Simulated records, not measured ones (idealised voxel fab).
Process module name: voxel gate over fins
Cross-section cut: width 180 nm, square cells of 5 nm.
Cross-section spec: square-cell grid; bands listed top down; each band is one or more rows. A band entry consists of two parts. The first gives the height of the band's top and the height of its bottom, in nm. The rest lists the band's materials from left to right, each with its width in nm. A single material labelled with the word "everywhere" fills the band from edge to edge, and the word "empty" marks empty space. Measure heights from 0. That's the level where, below it, the as-received wafer is all one material. The lowest band is bottomless and extends downward; write it as in "0 -> down". A two-number width, for instance "30..40", indicates that the width is equal to the first number in the top row of the band and to the second number in the bottom row, and that it changes by a constant amount per row of cells. You'll sometimes find "changes: none" written for a step, and that's the way of saying that nowhere in the cross-section did a cell change during that step. "Enclosed void listing" enumerates empty spaces isolated from the top, with no open way to it, that contain at least 8 cells, giving each as width x height at distance from the left edge, all three in nm. Past the settings on a step's line: simulator remark, on that step. If you see "overlay nm" on a step's line and that step has a mask, it's telling you how far right of where it was planned the mask ended up; a negative number means it went left instead.
INTENDED PROCESS STEPS
| 1 | RECEIVE, material Si |
| 2 | CONFORMAL_DEP, material SiN, thk nm 5 |
| 3 | DIRECTIONAL_DEP, material aC, thk nm 15 |
| 4 | PATTERN, tone cover, mask id FINS, material resist, width nm 15, pitch nm 40, thk nm 35, overlay nm 0 |
| 5 | DIRECTIONAL_ETCH, etch materials aC, depth nm 15 |
| 6 | STRIP, etch materials resist |
| 7 | DIRECTIONAL_ETCH, etch materials SiN, depth nm 5 |
| 8 | DIRECTIONAL_ETCH, etch materials Si, depth nm 30 |
| 9 | STRIP, etch materials aC |
| 10 | FILL_DEP, material SiO2, thk nm 10 |
| 11 | CMP, height nm 5 |
| 12 | SELECTIVE_ETCH, etch materials SiO2, depth nm 15 |
| 13 | STRIP, etch materials SiN |
| 14 | CONFORMAL_DEP, material HfO2, thk nm 5 |
| 15 | CONFORMAL_DEP, material TiN, thk nm 5 |
| 16 | FILL_DEP, material W, thk nm 10 |
| 17 | CMP, height nm 15 |
| 18 | CONFORMAL_DEP, material SiCN, thk nm 5 |
CONCERNING THE FIRST OF TWO WAFERS, WHICH WAS RUN IN ACCORDANCE WITH THE PLAN
CROSS-SECTION OF THE INCOMING WAFER, STATE AFTER STEP 1
    0 -> down | Si everywhere
    Enclosed void listing: none
WAFER AFTER STEP 2 (CROSS-SECTION)
    5 -> 0 | SiN everywhere
    No changes below 0.
WAFER AFTER STEP 3 (CROSS-SECTION)
    20 -> 5 | aC everywhere
    No changes below 5.
WAFER AFTER STEP 4 (CROSS-SECTION)
    55 -> 20 | empty: 20 / resist: 15 / empty: 25 / resist: 15 / empty: 25 / resist: 15 / empty: 25 / resist: 15 / empty: 25
    No changes below 20.
WAFER AFTER STEP 5 (CROSS-SECTION)
    40 -> 20 | empty: 20 / resist: 15 / empty: 25 / resist: 15 / empty: 25 / resist: 15 / empty: 25 / resist: 15 / empty: 25
    20 -> 5 | empty: 20 / aC: 15 / empty: 25 / aC: 15 / empty: 25 / aC: 15 / empty: 25 / aC: 15 / empty: 25
    No changes below 5.
WAFER AFTER STEP 6 (CROSS-SECTION)
    20 -> 5 | empty: 20 / aC: 15 / empty: 25 / aC: 15 / empty: 25 / aC: 15 / empty: 25 / aC: 15 / empty: 25
    No changes below 5.
WAFER AFTER STEP 7 (CROSS-SECTION)
    20 -> 5 | empty: 20 / aC: 15 / empty: 25 / aC: 15 / empty: 25 / aC: 15 / empty: 25 / aC: 15 / empty: 25
    5 -> 0 | empty: 20 / SiN: 15 / empty: 25 / SiN: 15 / empty: 25 / SiN: 15 / empty: 25 / SiN: 15 / empty: 25
    No changes below 0.
WAFER AFTER STEP 8 (CROSS-SECTION)
    20 -> 5 | empty: 20 / aC: 15 / empty: 25 / aC: 15 / empty: 25 / aC: 15 / empty: 25 / aC: 15 / empty: 25
    5 -> 0 | empty: 20 / SiN: 15 / empty: 25 / SiN: 15 / empty: 25 / SiN: 15 / empty: 25 / SiN: 15 / empty: 25
    0 -> -30 | empty: 20 / Si: 15 / empty: 25 / Si: 15 / empty: 25 / Si: 15 / empty: 25 / Si: 15 / empty: 25
    No changes below -30.
WAFER AFTER STEP 9 (CROSS-SECTION)
    5 -> 0 | empty: 20 / SiN: 15 / empty: 25 / SiN: 15 / empty: 25 / SiN: 15 / empty: 25 / SiN: 15 / empty: 25
    No changes below 0.
WAFER AFTER STEP 10 (CROSS-SECTION)
    15 -> 5 | SiO2 everywhere
    5 -> 0 | SiO2: 20 / SiN: 15 / SiO2: 25 / SiN: 15 / SiO2: 25 / SiN: 15 / SiO2: 25 / SiN: 15 / SiO2: 25
    0 -> -30 | SiO2: 20 / Si: 15 / SiO2: 25 / Si: 15 / SiO2: 25 / Si: 15 / SiO2: 25 / Si: 15 / SiO2: 25
    No changes below -30.
WAFER AFTER STEP 11 (CROSS-SECTION)
    5 -> 0 | SiO2: 20 / SiN: 15 / SiO2: 25 / SiN: 15 / SiO2: 25 / SiN: 15 / SiO2: 25 / SiN: 15 / SiO2: 25
    No changes below 0.
WAFER AFTER STEP 12 (CROSS-SECTION)
    5 -> 0 | empty: 20 / SiN: 15 / empty: 25 / SiN: 15 / empty: 25 / SiN: 15 / empty: 25 / SiN: 15 / empty: 25
    0 -> -10 | empty: 20 / Si: 15 / empty: 25 / Si: 15 / empty: 25 / Si: 15 / empty: 25 / Si: 15 / empty: 25
    No changes below -10.
WAFER AFTER STEP 13 (CROSS-SECTION)
    0 -> -10 | empty: 20 / Si: 15 / empty: 25 / Si: 15 / empty: 25 / Si: 15 / empty: 25 / Si: 15 / empty: 25
    No changes below -10.
WAFER AFTER STEP 14 (CROSS-SECTION)
    5 -> 0 | empty: 15 / HfO2: 25 / empty: 15 / HfO2: 25 / empty: 15 / HfO2: 25 / empty: 15 / HfO2: 25 / empty: 20
    0 -> -5 | empty: 15 / HfO2: 5 / Si: 15 / HfO2: 5 / empty: 15 / HfO2: 5 / Si: 15 / HfO2: 5 / empty: 15 / HfO2: 5 / Si: 15 / HfO2: 5 / empty: 15 / HfO2: 5 / Si: 15 / HfO2: 5 / empty: 20
    -5 -> -10 | HfO2: 20 / Si: 15 / HfO2: 25 / Si: 15 / HfO2: 25 / Si: 15 / HfO2: 25 / Si: 15 / HfO2: 25
    No changes below -10.
WAFER AFTER STEP 15 (CROSS-SECTION)
    10 -> 5 | empty: 10 / TiN: 35 / empty: 5 / TiN: 35 / empty: 5 / TiN: 35 / empty: 5 / TiN: 35 / empty: 15
    5 -> 0 | empty: 10 / TiN: 5 / HfO2: 25 / TiN: 5 / empty: 5 / TiN: 5 / HfO2: 25 / TiN: 5 / empty: 5 / TiN: 5 / HfO2: 25 / TiN: 5 / empty: 5 / TiN: 5 / HfO2: 25 / TiN: 5 / empty: 15
    0 -> -5 | TiN: 15 / HfO2: 5 / Si: 15 / HfO2: 5 / TiN: 15 / HfO2: 5 / Si: 15 / HfO2: 5 / TiN: 15 / HfO2: 5 / Si: 15 / HfO2: 5 / TiN: 15 / HfO2: 5 / Si: 15 / HfO2: 5 / TiN: 20
    No changes below -5.
WAFER AFTER STEP 16 (CROSS-SECTION)
    20 -> 10 | W everywhere
    10 -> 5 | W: 10 / TiN: 35 / W: 5 / TiN: 35 / W: 5 / TiN: 35 / W: 5 / TiN: 35 / W: 15
    5 -> 0 | W: 10 / TiN: 5 / HfO2: 25 / TiN: 5 / W: 5 / TiN: 5 / HfO2: 25 / TiN: 5 / W: 5 / TiN: 5 / HfO2: 25 / TiN: 5 / W: 5 / TiN: 5 / HfO2: 25 / TiN: 5 / W: 15
    No changes below 0.
WAFER AFTER STEP 17 (CROSS-SECTION)
    15 -> 10 | W everywhere
    No changes below 10.
WAFER AFTER STEP 18 (CROSS-SECTION)
    20 -> 15 | SiCN everywhere
    No changes below 15.
NOW THE OTHER WAFER: SAME START, SAME RECIPE, BUT WE MESSED UP ONE THING WHEN RUNNING IT. UP TO AND INCLUDING STEP 13 IT'S THE SAME AS THE FIRST ONE
Second wafer, cut view, end of step 14 per plan: changes: none
SECOND WAFER, CUT VIEW, END OF STEP 15 PER PLAN
    5 -> 0 | empty: 15 / TiN: 25 / empty: 15 / TiN: 25 / empty: 15 / TiN: 25 / empty: 15 / TiN: 25 / empty: 20
    0 -> -5 | empty: 15 / TiN: 5 / Si: 15 / TiN: 5 / empty: 15 / TiN: 5 / Si: 15 / TiN: 5 / empty: 15 / TiN: 5 / Si: 15 / TiN: 5 / empty: 15 / TiN: 5 / Si: 15 / TiN: 5 / empty: 20
    -5 -> -10 | TiN: 20 / Si: 15 / TiN: 25 / Si: 15 / TiN: 25 / Si: 15 / TiN: 25 / Si: 15 / TiN: 25
    No changes below -10.
SECOND WAFER, CUT VIEW, END OF STEP 16 PER PLAN
    15 -> 5 | W everywhere
    5 -> 0 | W: 15 / TiN: 25 / W: 15 / TiN: 25 / W: 15 / TiN: 25 / W: 15 / TiN: 25 / W: 20
    0 -> -5 | W: 15 / TiN: 5 / Si: 15 / TiN: 5 / W: 15 / TiN: 5 / Si: 15 / TiN: 5 / W: 15 / TiN: 5 / Si: 15 / TiN: 5 / W: 15 / TiN: 5 / Si: 15 / TiN: 5 / W: 20
    No changes below -5.
Second wafer, cut view, end of step 17 per plan: changes: none
SECOND WAFER, CUT VIEW, END OF STEP 18 PER PLAN
    20 -> 15 | SiCN everywhere
    No changes below 15.
Here's what went sideways: no execution of plan step 14; skipped
Wrapping up, a cell-based count of both wafers puts the second over or under the first for these materials: 52 fewer of HfO2 | 52 more of W
